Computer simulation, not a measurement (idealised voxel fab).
Documented hereafter: the process module known as voxel ribs on slabs.
Each square cell in cross-section cut measures 5 nm, and the section as a whole is 155 nm wide.
Cross-section, as written here: a square-cell grid given band by band from the top down, where a band holds one or more rows of cells. In this notation a band is specified by the heights of its top and bottom, in that order and in nm, after which its materials appear from left to right, each paired with its width in nm. The word "everywhere" attached to a single material means that material fills the band from edge to edge; the word "empty" stands for empty space. A quick word on heights: they are counted from 0, and under that level the wafer as it came to us is one material throughout. The lowest band is different from the rest in having no bottom; it simply continues downward, written as in "0 nm and below". A two-number width, for instance "30 to 40", indicates that the width is equal to the first number in the top row of the band and to the second number in the bottom row, and that it changes by a constant amount per row of cells. "no change" -> step changed no cross-section cell. You'll see "Enclosed void list" listing empty spaces that have no way open to the top, as long as they're 8 cells or more; the notation is width x height at distance, where the distance is from the left edge, and all of it is in nm. Anything after a step's settings on that line? It's the simulator's own note about the step. Steps that use a mask can have "overlay nm" on their line. It says how far the mask sat to the right of where it was meant to be. Negative means to the left.

Process steps - plan
1. RECEIVE with material Si
2. DIRECTIONAL_DEP with material SiO2, thk nm 25
3. DIRECTIONAL_DEP with material SiN, thk nm 20
4. PATTERN with tone cover, mask id RIB, material resist, width nm 20, thk nm 20, overlay nm 0
5. DIRECTIONAL_ETCH with etch materials SiN, depth nm 10
6. STRIP with etch materials resist
7. MASKED_ETCH with tone cover, mask id SLAB, width nm 60, etch materials SiN, depth nm 10, overlay nm 0
8. FILL_DEP with material SiO2, thk nm 25
9. CMP with height nm 60
10. DIRECTIONAL_DEP with material TiN, thk nm 5
11. MASKED_ETCH with tone cover, mask id HEATER, width nm 30, etch materials TiN, depth nm 5, overlay nm 0
12. CONFORMAL_DEP with material SiO2, thk nm 5
All wafers enter the flow in the same state. The thk nm at step 12 differs from wafer to wafer, and the plan gives the value for the first wafer.

So this is the first of several wafers, cross-sectioned as it came to us, meaning it's at the end of step 1
0 nm and below  Si everywhere
Enclosed void list: none

At the end of the module, after its last step, step 12, the first of several wafers appears in cross-section as follows
70 nm to 65 nm  empty 55, SiO2 40, empty 60
65 nm to 60 nm  SiO2 60, TiN 30, SiO2 65
60 nm to 45 nm  SiO2 everywhere
45 nm to 35 nm  SiO2 65, SiN 20, SiO2 70
35 nm to 25 nm  SiO2 45, SiN 60, SiO2 50
25 nm to 0 nm  SiO2 everywhere
0 nm and below  Si everywhere
Enclosed void list: none

So this is the cross-section on the last wafer at the end of the module
85 nm to 80 nm  empty 40, SiO2 70, empty 45
80 nm to 65 nm  SiO2 everywhere
65 nm to 60 nm  SiO2 60, TiN 30, SiO2 65
60 nm to 45 nm  SiO2 everywhere
45 nm to 35 nm  SiO2 65, SiN 20, SiO2 70
35 nm to 25 nm  SiO2 45, SiN 60, SiO2 50
25 nm to 0 nm  SiO2 everywhere
0 nm and below  Si everywhere
Enclosed void list: none

Below is a per-wafer table. In it, each row describes the wafer at the end of the module by giving, for each material, the number of cells gained (+) or lost (-) since the wafer was received, and after that the closed voids of the wafer
thk nm 5, +32 SiN, +373 SiO2, +6 TiN, Enclosed void list: none
thk nm 10, +32 SiN, +406 SiO2, +6 TiN, Enclosed void list: none
thk nm 15, +32 SiN, +439 SiO2, +6 TiN, Enclosed void list: none
thk nm 20, +32 SiN, +472 SiO2, +6 TiN, Enclosed void list: none
